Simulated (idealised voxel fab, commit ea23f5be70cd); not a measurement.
The document below concerns the process module designated voxel self aligned vias.
cross-section cut | 150 nm wide | cells 5 nm
Just so we're on the same page, the cross-sections are grids of square cells, and they're listed out in bands top to bottom, each band one or more rows deep. Band: top height; bottom height; in nm. Then, left to right: material with width in nm, for each material. "throughout": a single material spanning edge to edge. "blank": empty space. Heights from 0 (as-received wafer is one material below). Bottom band endless downward, as "0 -> down". Graded width ("30->40"): value in top row of band = first number; value in bottom row = second number; row-to-row change constant. Step marked "nothing was modified"? Then no cell in the cross-section changed in it. Look at "Closed voids list" for the closed voids: empty spaces with no open path to the top, sized 8 cells or up. Each is width x height at distance, distance from the left edge, all nm. If you see something after the settings on a step's line, that's the simulator's own remark about that step. "overlay nm" denotes, for a step that has a mask, the displacement of the mask to the right of its planned place, with negative values corresponding to the left.

-- Steps in the process plan
1: RECEIVE | material Si
2: CONFORMAL_DEP | material SiO2 | thk nm 10
3: CONFORMAL_DEP | material SiCN | thk nm 5
4: DIRECTIONAL_DEP | material SiO2 | thk nm 30
5: MASKED_ETCH | tone open | mask id LINES | width nm 30 | pitch nm 55 | etch materials SiO2 | depth nm 30 | overlay nm 0
6: CONFORMAL_DEP | material TiN | thk nm 5
7: FILL_DEP | material Ru | thk nm 5
8: CMP | height nm 45
9: SELECTIVE_ETCH | etch materials W Ru TiN | depth nm 10
10: FILL_DEP | material SiN | thk nm 10
11: CMP | height nm 45
12: DIRECTIONAL_DEP | material SiO2 | thk nm 15
13: PATTERN | tone open | mask id VIAS | material resist | width nm 30 | thk nm 20 | overlay nm 0
14: DIRECTIONAL_ETCH | etch materials SiO2 | depth nm 15
15: DIRECTIONAL_ETCH | etch materials SiN | depth nm 10
16: STRIP | etch materials resist
17: CONFORMAL_DEP | material TiN | thk nm 5
18: FILL_DEP | material Cu | thk nm 5
19: CMP | height nm 60
20: CONFORMAL_DEP | material SiCN | thk nm 5
Across this set of wafers, the varied parameter is the width nm of step 13. Starting conditions are identical for every wafer, and the plan reports the value assigned to the first wafer.

-- Cross-section of the first of several wafers as received (after step 1)
> 0 -> down | Si throughout
> Closed voids list: none

-- Cross-section of the first of several wafers once the module has run through its last step, step 20
> 65 -> 60 | SiCN throughout
> 60 -> 45 | SiO2=30, then TiN=5, then Cu=20, then TiN=5, then SiO2=90
> 45 -> 40 | SiO2=30, then TiN=5, then Cu=20, then TiN=5, then SiO2=25, then SiN=30, then SiO2=35
> 40 -> 35 | SiO2=30, then TiN=30, then SiO2=25, then SiN=30, then SiO2=35
> 35 -> 20 | SiO2=30, then TiN=5, then Ru=20, then TiN=5, then SiO2=25, then TiN=5, then Ru=20, then TiN=5, then SiO2=35
> 20 -> 15 | SiO2=30, then TiN=30, then SiO2=25, then TiN=30, then SiO2=35
> 15 -> 10 | SiCN throughout
> 10 -> 0 | SiO2 throughout
> 0 -> down | Si throughout
> Closed voids list: none

-- The last wafer as seen in cross-section at the end of the module
> 65 -> 60 | SiCN throughout
> 60 -> 50 | SiO2=20, then TiN=5, then Cu=45, then TiN=5, then SiO2=75
> 50 -> 45 | SiO2=20, then TiN=15, then Cu=20, then TiN=20, then SiO2=75
> 45 -> 40 | SiO2=30, then TiN=5, then Cu=20, then TiN=5, then SiO2=25, then SiN=30, then SiO2=35
> 40 -> 35 | SiO2=30, then TiN=30, then SiO2=25, then SiN=30, then SiO2=35
> 35 -> 20 | SiO2=30, then TiN=5, then Ru=20, then TiN=5, then SiO2=25, then TiN=5, then Ru=20, then TiN=5, then SiO2=35
> 20 -> 15 | SiO2=30, then TiN=30, then SiO2=25, then TiN=30, then SiO2=35
> 15 -> 10 | SiCN throughout
> 10 -> 0 | SiO2 throughout
> 0 -> down | Si throughout
> Closed voids list: none

-- Below, a row for every wafer. Read it as the end-of-module picture: for each material the wafer shows its cells gained (+) or lost (-) since it was received, and then its closed voids
width nm 30 | +16 Cu | +24 Ru | +60 SiCN | +12 SiN | +240 SiO2 | +38 TiN | Closed voids list: none
width nm 35 | +18 Cu | +24 Ru | +60 SiCN | +12 SiN | +237 SiO2 | +39 TiN | Closed voids list: none
width nm 40 | +20 Cu | +24 Ru | +60 SiCN | +12 SiN | +234 SiO2 | +40 TiN | Closed voids list: none
width nm 45 | +22 Cu | +24 Ru | +60 SiCN | +12 SiN | +231 SiO2 | +41 TiN | Closed voids list: none
width nm 50 | +24 Cu | +24 Ru | +60 SiCN | +12 SiN | +228 SiO2 | +42 TiN | Closed voids list: none
width nm 55 | +26 Cu | +24 Ru | +60 SiCN | +12 SiN | +225 SiO2 | +43 TiN | Closed voids list: none
